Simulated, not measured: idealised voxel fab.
Process module in this document: voxel capacitor over wiring
Shown is cross-section cut, with a width of 210 nm and square cells of size 5 nm.
A cross-section in this document is a grid of square cells, and it is written down as bands, the top band listed before the ones below it; a band is made up of one or more rows of cells.
Top height, bottom height, nm. Materials left to right, width each, nm. Single material + "edge to edge" = fills band edge to edge. "air" = empty.
Basically, 0 is our baseline, since under it the wafer straight out of the box is all one material. The bottom band has no lower end and keeps on going down, so it looks like "top 0, no bottom".
So if you see something like "30..40" for the width, read it as the top row of the band sitting at the first number and the bottom row at the second, with every row in between moving by the same amount as the last.
Step marked "no change"? Then no cell in the cross-section changed in it.
Empty spaces counting at least 8 cells and having no open way to the top are listed in "Closed void table". The notation width x height at distance is used for each, the distance being from the left edge and all three values in nm.
Whatever follows a step's settings on its line is a remark the simulator itself makes about that step.
You can add "overlay nm" to a step's line. For a step with a mask, it describes how far the mask lay to the right of its planned position, and a negative number describes a lay to the left.

PROCESS STEPS FORESEEN IN THE PLAN
1,op RECEIVE | material Si
2,op CONFORMAL_DEP | material SiO2 | thk nm 15
3,op DIRECTIONAL_DEP | material TiN | thk nm 5
4,op DIRECTIONAL_DEP | material W | thk nm 20
5,op PATTERN | tone cover | mask id METAL_1 | material resist | width nm 25 | pitch nm 85 | thk nm 15 | overlay nm 0
6,op DIRECTIONAL_ETCH | etch materials W | depth nm 20
7,op DIRECTIONAL_ETCH | etch materials TiN | depth nm 5
8,op STRIP | etch materials resist
9,op CONFORMAL_DEP | material SiN | thk nm 5
10,op FILL_DEP | material lowk | thk nm 5
11,op CMP | height nm 40
12,op CONFORMAL_DEP | material SiCN | thk nm 5
13,op DIRECTIONAL_DEP | material lowk | thk nm 15
14,op DIRECTIONAL_DEP | material aC | thk nm 15
15,op PATTERN | tone open | mask id PLUG_1 | material resist | width nm 15 | thk nm 30 | overlay nm 0
16,op DIRECTIONAL_ETCH | etch materials aC | depth nm 15
17,op STRIP | etch materials resist
18,op DIRECTIONAL_ETCH | etch materials lowk | depth nm 15
19,op DIRECTIONAL_ETCH | etch materials SiCN | depth nm 5
20,op STRIP | etch materials aC
21,op EPI | material Ru | thk nm 10
22,op EPI | material Ru | thk nm 10
23,op DIRECTIONAL_DEP | material TiN | thk nm 10
24,op DIRECTIONAL_DEP | material SiN | thk nm 5
25,op DIRECTIONAL_DEP | material TiN | thk nm 5
26,op PATTERN | tone cover | mask id UPPER_PLATE | material resist | width nm 65 | thk nm 15 | overlay nm 0
27,op DIRECTIONAL_ETCH | etch materials TiN | depth nm 5
28,op DIRECTIONAL_ETCH | etch materials SiN | depth nm 5
29,op STRIP | etch materials resist
30,op PATTERN | tone cover | mask id LOWER_PLATE | material resist | width nm 75 | thk nm 20 | overlay nm 0
31,op DIRECTIONAL_ETCH | etch materials TiN | depth nm 10
32,op STRIP | etch materials resist
33,op FILL_DEP | material SiO2 | thk nm 15
34,op CMP | height nm 90
35,op DIRECTIONAL_DEP | material aC | thk nm 10
36,op PATTERN | tone open | mask id PLUG_2 | material resist | width nm 15 | thk nm 30 | overlay nm 0
37,op DIRECTIONAL_ETCH | etch materials aC | depth nm 10
38,op STRIP | etch materials resist
39,op DIRECTIONAL_ETCH | etch materials SiO2 | depth nm 10
40,op STRIP | etch materials aC
41,op CONFORMAL_DEP | material TiN | thk nm 5
42,op FILL_DEP | material Ru | thk nm 10
43,op CMP | height nm 90
44,op CONFORMAL_DEP | material SiCN | thk nm 5

CROSS-SECTION OF THE WAFER AT RECEIPT, WHICH IS THE CONDITION AFTER STEP 1
    top 0, no bottom: Si edge to edge
    Closed void table: none

CROSS-SECTION, END OF MODULE. START: AS ABOVE. PLAN: AS ABOVE. EXECUTION: ONE MISTAKE
    top 95, bottom 90: SiCN edge to edge
    top 90, bottom 85: 70 of SiO2; 5 of TiN; 5 of Ru; 5 of TiN; 125 of SiO2
    top 85, bottom 75: 70..60 of SiO2; 15..65 of TiN; 125..85 of SiO2
    top 75, bottom 70: 60 of SiO2; 65 of SiN; 85 of SiO2
    top 70, bottom 60: 55 of SiO2; 75 of TiN; 80 of SiO2
    top 60, bottom 45: 60 of lowk; 15 of Ru; 135 of lowk
    top 45, bottom 40: 60 of SiCN; 15 of Ru; 135 of SiCN
    top 40, bottom 20: 45 of Ru; 5 of SiN; 25 of W; 5 of SiN; 50 of Ru; 5 of SiN; 25 of W; 5 of SiN; 45 of Ru
    top 20, bottom 15: 50 of SiN; 25 of TiN; 60 of SiN; 25 of TiN; 50 of SiN
    top 15, bottom 0: SiO2 edge to edge
    top 0, no bottom: Si edge to edge
    Closed void table: none
Processing error: step 10 ran with different settings than intended, the actual operation and settings being op FILL_DEP | material Ru | thk nm 5
